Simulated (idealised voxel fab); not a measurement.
You're looking at the process module voxel capacitor over wiring.
The cross-section on display is named cut; it measures 235 nm wide, and its cells are 5 nm squares.
Format of a cross-section: grid, square cells. Given as bands. Order: top down. Band: one or more rows of cells. Look at the band entry: it leads with the top's height and the bottom's height in nm. Then it lists the materials left to right, with a width in nm for each. The word "throughout" on a single material says that material fills the band edge to edge. The word "blank" is empty space. Height reference: 0 = level under which incoming wafer is all one material. Lowest band: no bottom, runs on downward, e.g. "from 0 down". The width entry "30->40" should be interpreted row by row: the top row of cells in the band takes the first number, the bottom row takes the second number, and the change between adjacent rows is uniform throughout. Basically "remained the same" means that step didn't change any cell in the cross-section. Each empty space that has no open way to the top and spans at least 8 cells appears under "Sealed internal voids" as width x height at distance, the distance counted from the left edge, all in nm. Step line, after settings: the simulator's comment on this step. If you see "overlay nm" on a step's line and that step has a mask, it's telling you how far right of where it was planned the mask ended up; a negative number means it went left instead.
## Process steps (planned)
step 1: RECEIVE with material Si
step 2: CONFORMAL_DEP with material SiO2, thk nm 10
step 3: CONFORMAL_DEP with material SiCN, thk nm 5
step 4: DIRECTIONAL_DEP with material SiO2, thk nm 15
step 5: PATTERN with tone open, mask id METAL_1, material resist, width nm 30, pitch nm 100, thk nm 20, overlay nm 0
step 6: DIRECTIONAL_ETCH with etch materials SiO2, depth nm 15
step 7: DIRECTIONAL_ETCH with etch materials SiCN, depth nm 5
step 8: STRIP with etch materials resist
step 9: CONFORMAL_DEP with material TiN, thk nm 5
step 10: FILL_DEP with material Cu, thk nm 5
step 11: CMP with height nm 30
step 12: CONFORMAL_DEP with material SiCN, thk nm 5
step 13: DIRECTIONAL_DEP with material lowk, thk nm 15
step 14: MASKED_ETCH with tone open, mask id PLUG_1, width nm 15, etch materials lowk, depth nm 15, overlay nm 0
step 15: MASKED_ETCH with tone open, mask id PLUG_1, width nm 15, etch materials SiCN, depth nm 5, overlay nm 0
step 16: EPI with material Ru, thk nm 10
step 17: EPI with material Ru, thk nm 10
step 18: DIRECTIONAL_DEP with material TiN, thk nm 5
step 19: DIRECTIONAL_DEP with material Al2O3, thk nm 5
step 20: DIRECTIONAL_DEP with material TiN, thk nm 5
step 21: MASKED_ETCH with tone cover, mask id UPPER_PLATE, width nm 75, etch materials TiN, depth nm 5, overlay nm 0
step 22: MASKED_ETCH with tone cover, mask id UPPER_PLATE, width nm 75, etch materials Al2O3, depth nm 5, overlay nm 0
step 23: PATTERN with tone cover, mask id LOWER_PLATE, material resist, width nm 85, thk nm 15, overlay nm 0
step 24: DIRECTIONAL_ETCH with etch materials TiN, depth nm 5
step 25: STRIP with etch materials resist
step 26: FILL_DEP with material SiO2, thk nm 15
step 27: CMP with height nm 75
step 28: DIRECTIONAL_DEP with material aC, thk nm 10
step 29: PATTERN with tone open, mask id PLUG_2, material resist, width nm 15, thk nm 30, overlay nm 0
step 30: DIRECTIONAL_ETCH with etch materials aC, depth nm 10
step 31: STRIP with etch materials resist
step 32: DIRECTIONAL_ETCH with etch materials SiO2, depth nm 10
step 33: STRIP with etch materials aC
step 34: CONFORMAL_DEP with material TiN, thk nm 5
step 35: FILL_DEP with material Cu, thk nm 10
step 36: CMP with height nm 75
step 37: CONFORMAL_DEP with material SiCN, thk nm 5
## Step 1 complete: cross-section of the wafer as received
* from 0 down | Si throughout
* Sealed internal voids: none
## Result of the module, cross-sectioned: start per above, plan per above, one error in how it was run
* from 80 to 75 | SiCN throughout
* from 75 to 70 | SiO2 65, TiN 75, SiO2 95
* from 70 to 65 | SiO2 65, Al2O3 75, SiO2 95
* from 65 to 55 | Ru throughout
* from 55 to 50 | TiN 65, Ru 15, TiN 155
* from 50 to 45 | lowk 65, Ru 15, lowk 155
* from 45 to 40 | lowk 65, TiN 15, lowk 155
* from 40 to 35 | lowk 65, Ru 15, lowk 155
* from 35 to 30 | SiCN 65, Ru 15, SiCN 155
* from 30 to 15 | SiO2 50, TiN 5, Cu 20, TiN 5, SiO2 70, TiN 5, Cu 20, TiN 5, SiO2 55
* from 15 to 10 | SiCN 50, TiN 30, SiCN 70, TiN 30, SiCN 55
* from 10 to 0 | SiO2 throughout
* from 0 down | Si throughout
* Sealed internal voids: none
Which mistake was made when the wafer was run? steps 17 and 18 got flipped, so each one ran where the other should have
